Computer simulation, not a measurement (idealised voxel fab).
Process module in this document: voxel self aligned vias
The cross-section shown here is cut; it is 150 nm wide and divided into square cells measuring 5 nm on a side.
Cross-section layout: square cells on a grid; listed as bands, top to bottom; a band spans one or more cell rows. It is stipulated that each band's entry specify, in nanometres, the height of the top of the band and then that of its bottom, followed by the materials of the band in left-to-right sequence, each together with its width in nanometres. A single material marked by the word "everywhere" is understood to fill the band from edge to edge; the word "blank" is understood to denote empty space. Height 0 is the level under which the wafer as received is all one material. The lowest band goes on downwards, as in "z 0 and below". Per-row width for "30 to 40": begins at first number (top row of band), ends at second number (bottom row), increment between rows held constant. "stayed the same" (step): cross-section cells unchanged, all of them. You'll see "Trapped voids" listing empty spaces that have no way open to the top, as long as they're 8 cells or more; the notation is width x height at distance, where the distance is from the left edge, and all of it is in nm. What comes after the settings on a step's line is commentary from the simulator itself on that step. Each step line may optionally specify "overlay nm", which for a step with a mask gives the rightward distance between the mask's planned place and where it lay, a negative value indicating the leftward direction.

-- Below is the list of planned process steps
1: RECEIVE (material Si)
2: CONFORMAL_DEP (material SiO2; thk nm 10)
3: CONFORMAL_DEP (material SiCN; thk nm 5)
4: DIRECTIONAL_DEP (material SiO2; thk nm 30)
5: MASKED_ETCH (tone open; mask id LINES; width nm 30; pitch nm 55; etch materials SiO2; depth nm 30; overlay nm 0)
6: CONFORMAL_DEP (material TiN; thk nm 5)
7: FILL_DEP (material Ru; thk nm 5)
8: CMP (height nm 45)
9: SELECTIVE_ETCH (etch materials W Ru TiN; depth nm 10)
10: FILL_DEP (material SiN; thk nm 10)
11: CMP (height nm 45)
12: DIRECTIONAL_DEP (material SiO2; thk nm 15)
13: PATTERN (tone open; mask id VIAS; material resist; width nm 40; thk nm 20; overlay nm 0)
14: DIRECTIONAL_ETCH (etch materials SiO2; depth nm 15)
15: DIRECTIONAL_ETCH (etch materials SiN; depth nm 10)
16: STRIP (etch materials resist)
17: CONFORMAL_DEP (material TiN; thk nm 5)
18: FILL_DEP (material Cu; thk nm 5)
19: CMP (height nm 60)
20: CONFORMAL_DEP (material SiCN; thk nm 5)

-- Cross-section of the incoming wafer, state after step 1
    z 0 and below = Si everywhere
    Trapped voids: none

-- Wafer cross-section at module end: first of two, run to plan
    z 65 to 60 = SiCN everywhere
    z 60 to 50 = SiO2 25 nm, then TiN 5 nm, then Cu 30 nm, then TiN 5 nm, then SiO2 85 nm
    z 50 to 45 = SiO2 25 nm, then TiN 10 nm, then Cu 20 nm, then TiN 10 nm, then SiO2 85 nm
    z 45 to 40 = SiO2 30 nm, then TiN 5 nm, then Cu 20 nm, then TiN 5 nm, then SiO2 25 nm, then SiN 30 nm, then SiO2 35 nm
    z 40 to 35 = SiO2 30 nm, then TiN 30 nm, then SiO2 25 nm, then SiN 30 nm, then SiO2 35 nm
    z 35 to 20 = SiO2 30 nm, then TiN 5 nm, then Ru 20 nm, then TiN 5 nm, then SiO2 25 nm, then TiN 5 nm, then Ru 20 nm, then TiN 5 nm, then SiO2 35 nm
    z 20 to 15 = SiO2 30 nm, then TiN 30 nm, then SiO2 25 nm, then TiN 30 nm, then SiO2 35 nm
    z 15 to 10 = SiCN everywhere
    z 10 to 0 = SiO2 everywhere
    z 0 and below = Si everywhere
    Trapped voids: none

-- second wafer at the end: like start, like plan, one mistake
    z 65 to 60 = SiCN everywhere
    z 60 to 50 = SiO2 15 nm, then TiN 5 nm, then Cu 30 nm, then TiN 5 nm, then SiO2 95 nm
    z 50 to 45 = SiO2 15 nm, then TiN 20 nm, then Cu 15 nm, then TiN 5 nm, then SiO2 95 nm
    z 45 to 40 = SiO2 30 nm, then TiN 5 nm, then Cu 15 nm, then TiN 5 nm, then SiN 5 nm, then SiO2 25 nm, then SiN 30 nm, then SiO2 35 nm
    z 40 to 35 = SiO2 30 nm, then TiN 25 nm, then SiN 5 nm, then SiO2 25 nm, then SiN 30 nm, then SiO2 35 nm
    z 35 to 20 = SiO2 30 nm, then TiN 5 nm, then Ru 20 nm, then TiN 5 nm, then SiO2 25 nm, then TiN 5 nm, then Ru 20 nm, then TiN 5 nm, then SiO2 35 nm
    z 20 to 15 = SiO2 30 nm, then TiN 30 nm, then SiO2 25 nm, then TiN 30 nm, then SiO2 35 nm
    z 15 to 10 = SiCN everywhere
    z 10 to 0 = SiO2 everywhere
    z 0 and below = Si everywhere
    Trapped voids: none
Error vs. plan: heads up, step 13 didn't go per plan, it actually ran as PATTERN (tone open; mask id VIAS; material resist; width nm 40; thk nm 20; overlay nm -10)
End check, counted in cells, second wafer has more or fewer of these materials than the first: 2 fewer of Cu, 2 more of SiN
